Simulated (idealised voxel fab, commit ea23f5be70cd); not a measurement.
Module name: voxel self aligned contacts (process module)
Square cells of 5 nm make up the cross-section cut, whose width is 155 nm.
We lay out every cross-section as a grid of square cells and spell it out in bands from the top down, where one band means one or more rows of cells.
Look at the band entry: it leads with the top's height and the bottom's height in nm. Then it lists the materials left to right, with a width in nm for each. The word "full width" on a single material says that material fills the band edge to edge. The word "empty" is empty space.
Ref level 0: as-received wafer is one material below here. Bottom band extends down with no lower bound ("0 and below").
The width entry "30 to 40" should be interpreted row by row: the top row of cells in the band takes the first number, the bottom row takes the second number, and the change between adjacent rows is uniform throughout.
Key: "no alterations made" - step with no changed cell in the cross-section.
Empty spaces without an open route to the top, at least 8 cells in extent, make up the entry "Tabulated closed voids"; each is given as width x height at distance, where the distance is measured from the left edge, and all are in nm.
after a step's settings: what the simulator itself notes on the step
The line of a step may include "overlay nm". On a step with a mask, this value is how far to the right of its planned place the mask lay. A negative value means the mask lay to the left.
**These are the steps we planned for the process**
1: RECEIVE: material Si
2: CONFORMAL_DEP: material SiO2, thk nm 5
3: DIRECTIONAL_DEP: material polySi, thk nm 20
4: DIRECTIONAL_DEP: material SiN, thk nm 15
5: PATTERN: tone cover, mask id GATE, material resist, width nm 30, pitch nm 55, thk nm 20, overlay nm 0
6: DIRECTIONAL_ETCH: etch materials SiN, depth nm 15
7: DIRECTIONAL_ETCH: etch materials polySi, depth nm 20
8: STRIP: etch materials resist
9: CONFORMAL_DEP: material SiN, thk nm 5
10: DIRECTIONAL_ETCH: etch materials SiN, depth nm 5
11: FILL_DEP: material SiO2, thk nm 10
12: CMP: height nm 45
13: DIRECTIONAL_DEP: material aC, thk nm 10
14: PATTERN: tone open, mask id CONTACT, material resist, width nm 35, thk nm 30, overlay nm 0
15: DIRECTIONAL_ETCH: etch materials aC, depth nm 10
16: STRIP: etch materials resist
17: DIRECTIONAL_ETCH: etch materials SiO2, depth nm 45
18: STRIP: etch materials aC
19: CONFORMAL_DEP: material TiN, thk nm 5
20: FILL_DEP: material W, thk nm 10
21: CMP: height nm 45
22: CONFORMAL_DEP: material SiCN, thk nm 5
**Wafer at receipt (post step 1), cross-section**
- 0 and below: Si full width
- Tabulated closed voids: none
**Figure: cross-sectional view of the wafer upon completion of the module, processed from the initial state and according to the plan depicted above, with one error introduced during execution**
- 50 down to 45: SiCN full width
- 45 down to 40: SiO2 60, then TiN 25, then W 5, then TiN 5, then SiO2 60
- 40 down to 25: SiO2 40, then SiN 40, then TiN 5, then W 5, then TiN 5, then SiN 40, then SiO2 20
- 25 down to 5: SiO2 40, then SiN 5, then polySi 30, then SiN 5, then TiN 5, then W 5, then TiN 5, then SiN 5, then polySi 30, then SiN 5, then SiO2 20
- 5 down to 0: SiO2 80, then TiN 15, then SiO2 60
- 0 and below: Si full width
- Tabulated closed voids: none
Plan not followed: step 5 did not happen as planned, as run it was PATTERN: tone cover, mask id GATE, material resist, width nm 30, pitch nm 55, thk nm 20, overlay nm 10
